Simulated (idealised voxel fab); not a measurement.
A process module follows: voxel air gaps.
Xsec cut, 270 nm wide, square cell size 5 nm.
In what follows, cross-sections appear as grids of square cells, described through bands that run from the top down, where every band is one or more rows of cells.
Band: top height; bottom height; in nm. Then, left to right: material with width in nm, for each material. "throughout": a single material spanning edge to edge. "blank": empty space.
Heights are measured from 0, the level below which the as-received wafer is all one material; the lowest band has no bottom and continues downward, written as in "0 and below".
So if you see something like "30->40" for the width, read it as the top row of the band sitting at the first number and the bottom row at the second, with every row in between moving by the same amount as the last.
Where a step carries "stayed the same", the cross-section came out of it unchanged, cell for cell.
Under "Closed empty spaces" you'll find the enclosed gaps, the ones with no way out to the top, that are 8 cells or bigger; each reads width x height at distance, with distance counted from the left edge, everything in nm.
Whatever follows a step's settings on its line is a remark the simulator itself makes about that step.
The setting "overlay nm" may be written on the line of a step. When the step uses a mask, the value reports how far to the right of the planned place the mask lay, and a negative value reports that it lay to the left.

# The planned process steps are enumerated hereunder
- 1: RECEIVE [material Si]
- 2: CONFORMAL_DEP [material SiO2] [thk nm 10]
- 3: CONFORMAL_DEP [material SiCN] [thk nm 5]
- 4: DIRECTIONAL_DEP [material SiO2] [thk nm 40]
- 5: PATTERN [tone open] [mask id LINES] [material resist] [width nm 25] [pitch nm 55] [thk nm 15] [overlay nm 0]
- 6: DIRECTIONAL_ETCH [etch materials SiO2] [depth nm 40]
- 7: STRIP [etch materials resist]
- 8: CONFORMAL_DEP [material TiN] [thk nm 5]
- 9: FILL_DEP [material Ru] [thk nm 5]
- 10: CMP [height nm 55]
- 11: EPI [material Ru] [thk nm 10]
- 12: SELECTIVE_ETCH [etch materials SiO2] [depth nm 50]
- 13: CONFORMAL_DEP [material SiCN] [thk nm 5]

# Cross-section, incoming material, after step 1
> 0 and below | Si throughout
> Closed empty spaces: none

# Starting wafer: above. Plan: above. Run: one mistake. Cross-section after the module: below
> 60 down to 55 | blank (50); SiCN (165); blank (55)
> 55 down to 45 | blank (50); SiCN (5); Ru (45); SiCN (10); Ru (45); SiCN (10); Ru (45); SiCN (5); blank (55)
> 45 down to 40 | blank (50); SiCN (15); TiN (5); Ru (15); TiN (5); SiCN (30); TiN (5); Ru (15); TiN (5); SiCN (30); TiN (5); Ru (15); TiN (5); SiCN (15); blank (55)
> 40 down to 20 | blank (60); SiCN (5); TiN (5); Ru (15); TiN (5); SiCN (5); blank (20); SiCN (5); TiN (5); Ru (15); TiN (5); SiCN (5); blank (20); SiCN (5); TiN (5); Ru (15); TiN (5); SiCN (5); blank (65)
> 20 down to 15 | SiCN (65); TiN (25); SiCN (30); TiN (25); SiCN (30); TiN (25); SiCN (70)
> 15 down to 10 | SiCN throughout
> 10 down to 0 | SiO2 throughout
> 0 and below | Si throughout
> Closed empty spaces: 20 x 20 at 95; 20 x 20 at 150
Which mistake was made when the wafer was run? step 10 ran as: CMP [height nm 45]
